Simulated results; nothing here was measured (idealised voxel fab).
Module name: voxel spacer lines (process module)
Xsec cut, 175 nm wide, square cell size 5 nm.
Throughout this document, each cross-section is represented as a grid of square cells and is presented as a sequence of bands enumerated from the top downward, where a band comprises one or more rows of cells.
Quick guide to a band line: top height, bottom height (nm) up front; then every material left to right with its width in nm. Only one material and it's marked "all across"? Then it fills the band edge to edge. And "blank" just means empty space.
The level at which height equals 0 is the one under which the wafer, as it arrives, is entirely one material. No lower edge exists for the bottom band, which continues downward and is notated as in "0 nm and below".
So if you see something like "30 to 40" for the width, read it as the top row of the band sitting at the first number and the bottom row at the second, with every row in between moving by the same amount as the last.
Step marked "left unchanged"? Then no cell in the cross-section changed in it.
The entry "Closed void roster" lists the empty spaces that cover at least 8 cells and have no open path to the top. Each is written as width x height at distance, where the distance is measured from the left edge and all three values are in nm.
Read whatever lies past the settings on a step's line as the simulator's own remark about the step.
overlay nm: how far to the right of its planned place the mask lay on this masked step (negative: to the left).

Below is the list of planned process steps
| 1 | RECEIVE [material Si] |
| 2 | CONFORMAL_DEP [material Al2O3] [thk nm 5] |
| 3 | DIRECTIONAL_DEP [material W] [thk nm 15] |
| 4 | DIRECTIONAL_DEP [material aC] [thk nm 30] |
| 5 | PATTERN [tone cover] [mask id MANDREL] [material resist] [width nm 20] [pitch nm 70] [thk nm 35] [overlay nm 0] |
| 6 | DIRECTIONAL_ETCH [etch materials aC] [depth nm 30] |
| 7 | STRIP [etch materials resist] |
| 8 | CONFORMAL_DEP [material SiN] [thk nm 15] |
| 9 | DIRECTIONAL_ETCH [etch materials SiN] [depth nm 15] |
| 10 | STRIP [etch materials aC] |
| 11 | DIRECTIONAL_ETCH [etch materials W] [depth nm 15] |
| 12 | STRIP [etch materials SiN] |
| 13 | FILL_DEP [material SiO2] [thk nm 5] |
| 14 | CMP [height nm 20] |

What follows covers the first of two wafers; it ran as planned

Delivered wafer in cross-section: state after step 1
	0 nm and below  Si all across
	Closed void roster: none

After step 2: wafer cross-section
	5 nm to 0 nm  Al2O3 all across
	Everything below 0 is unchanged.

After step 3: wafer cross-section
	20 nm to 5 nm  W all across
	Everything below 5 is unchanged.

After step 4: wafer cross-section
	50 nm to 20 nm  aC all across
	Everything below 20 is unchanged.

After step 5: wafer cross-section
	85 nm to 50 nm  40 of blank | 20 of resist | 50 of blank | 20 of resist | 45 of blank
	Everything below 50 is unchanged.

After step 6: wafer cross-section
	55 nm to 50 nm  40 of blank | 20 of resist | 50 of blank | 20 of resist | 45 of blank
	50 nm to 20 nm  40 of blank | 20 of aC | 50 of blank | 20 of aC | 45 of blank
	Everything below 20 is unchanged.

After step 7: wafer cross-section
	50 nm to 20 nm  40 of blank | 20 of aC | 50 of blank | 20 of aC | 45 of blank
	Everything below 20 is unchanged.

After step 8: wafer cross-section
	65 nm to 50 nm  25 of blank | 50 of SiN | 20 of blank | 50 of SiN | 30 of blank
	50 nm to 35 nm  25 of blank | 15 of SiN | 20 of aC | 15 of SiN | 20 of blank | 15 of SiN | 20 of aC | 15 of SiN | 30 of blank
	35 nm to 20 nm  40 of SiN | 20 of aC | 50 of SiN | 20 of aC | 45 of SiN
	Everything below 20 is unchanged.

After step 9: wafer cross-section
	50 nm to 20 nm  25 of blank | 15 of SiN | 20 of aC | 15 of SiN | 20 of blank | 15 of SiN | 20 of aC | 15 of SiN | 30 of blank
	Everything below 20 is unchanged.

After step 10: wafer cross-section
	50 nm to 20 nm  25 of blank | 15 of SiN | 20 of blank | 15 of SiN | 20 of blank | 15 of SiN | 20 of blank | 15 of SiN | 30 of blank
	Everything below 20 is unchanged.

After step 11: wafer cross-section
	50 nm to 20 nm  25 of blank | 15 of SiN | 20 of blank | 15 of SiN | 20 of blank | 15 of SiN | 20 of blank | 15 of SiN | 30 of blank
	20 nm to 5 nm  25 of blank | 15 of W | 20 of blank | 15 of W | 20 of blank | 15 of W | 20 of blank | 15 of W | 30 of blank
	Everything below 5 is unchanged.

After step 12: wafer cross-section
	20 nm to 5 nm  25 of blank | 15 of W | 20 of blank | 15 of W | 20 of blank | 15 of W | 20 of blank | 15 of W | 30 of blank
	Everything below 5 is unchanged.

After step 13: wafer cross-section
	25 nm to 20 nm  SiO2 all across
	20 nm to 5 nm  25 of SiO2 | 15 of W | 20 of SiO2 | 15 of W | 20 of SiO2 | 15 of W | 20 of SiO2 | 15 of W | 30 of SiO2
	Everything below 5 is unchanged.

After step 14: wafer cross-section
	20 nm to 5 nm  25 of SiO2 | 15 of W | 20 of SiO2 | 15 of W | 20 of SiO2 | 15 of W | 20 of SiO2 | 15 of W | 30 of SiO2
	Everything below 5 is unchanged.

Second wafer. Start and plan as for the first. One mistake made in running. Agrees with the first up to and including step 1

Cross-section of the second wafer at the time step 2 of the plan should have ended: left unchanged

Cross-section of the second wafer at the time step 3 of the plan should have ended
	15 nm to 0 nm  W all across
	Everything below 0 is unchanged.

Cross-section of the second wafer at the time step 4 of the plan should have ended
	45 nm to 15 nm  aC all across
	Everything below 15 is unchanged.

Cross-section of the second wafer at the time step 5 of the plan should have ended
	80 nm to 45 nm  40 of blank | 20 of resist | 50 of blank | 20 of resist | 45 of blank
	Everything below 45 is unchanged.

Cross-section of the second wafer at the time step 6 of the plan should have ended
	50 nm to 45 nm  40 of blank | 20 of resist | 50 of blank | 20 of resist | 45 of blank
	45 nm to 15 nm  40 of blank | 20 of aC | 50 of blank | 20 of aC | 45 of blank
	Everything below 15 is unchanged.

Cross-section of the second wafer at the time step 7 of the plan should have ended
	45 nm to 15 nm  40 of blank | 20 of aC | 50 of blank | 20 of aC | 45 of blank
	Everything below 15 is unchanged.

Cross-section of the second wafer at the time step 8 of the plan should have ended
	60 nm to 45 nm  25 of blank | 50 of SiN | 20 of blank | 50 of SiN | 30 of blank
	45 nm to 30 nm  25 of blank | 15 of SiN | 20 of aC | 15 of SiN | 20 of blank | 15 of SiN | 20 of aC | 15 of SiN | 30 of blank
	30 nm to 15 nm  40 of SiN | 20 of aC | 50 of SiN | 20 of aC | 45 of SiN
	Everything below 15 is unchanged.

Cross-section of the second wafer at the time step 9 of the plan should have ended
	45 nm to 15 nm  25 of blank | 15 of SiN | 20 of aC | 15 of SiN | 20 of blank | 15 of SiN | 20 of aC | 15 of SiN | 30 of blank
	Everything below 15 is unchanged.

Cross-section of the second wafer at the time step 10 of the plan should have ended
	45 nm to 15 nm  25 of blank | 15 of SiN | 20 of blank | 15 of SiN | 20 of blank | 15 of SiN | 20 of blank | 15 of SiN | 30 of blank
	Everything below 15 is unchanged.

Cross-section of the second wafer at the time step 11 of the plan should have ended
	45 nm to 15 nm  25 of blank | 15 of SiN | 20 of blank | 15 of SiN | 20 of blank | 15 of SiN | 20 of blank | 15 of SiN | 30 of blank
	15 nm to 0 nm  25 of blank | 15 of W | 20 of blank | 15 of W | 20 of blank | 15 of W | 20 of blank | 15 of W | 30 of blank
	Everything below 0 is unchanged.

Cross-section of the second wafer at the time step 12 of the plan should have ended
	15 nm to 0 nm  25 of blank | 15 of W | 20 of blank | 15 of W | 20 of blank | 15 of W | 20 of blank | 15 of W | 30 of blank
	Everything below 0 is unchanged.

Cross-section of the second wafer at the time step 13 of the plan should have ended
	20 nm to 15 nm  SiO2 all across
	15 nm to 0 nm  25 of SiO2 | 15 of W | 20 of SiO2 | 15 of W | 20 of SiO2 | 15 of W | 20 of SiO2 | 15 of W | 30 of SiO2
	Everything below 0 is unchanged.

Cross-section of the second wafer at the time step 14 of the plan should have ended: left unchanged
Short version of what went wrong: step 2 of the plan was omitted and not executed
It is noted that, at the conclusion of processing, the second wafer exhibits a higher or lower cell count for certain materials relative to the first: -35 Al2O3 | +35 SiO2
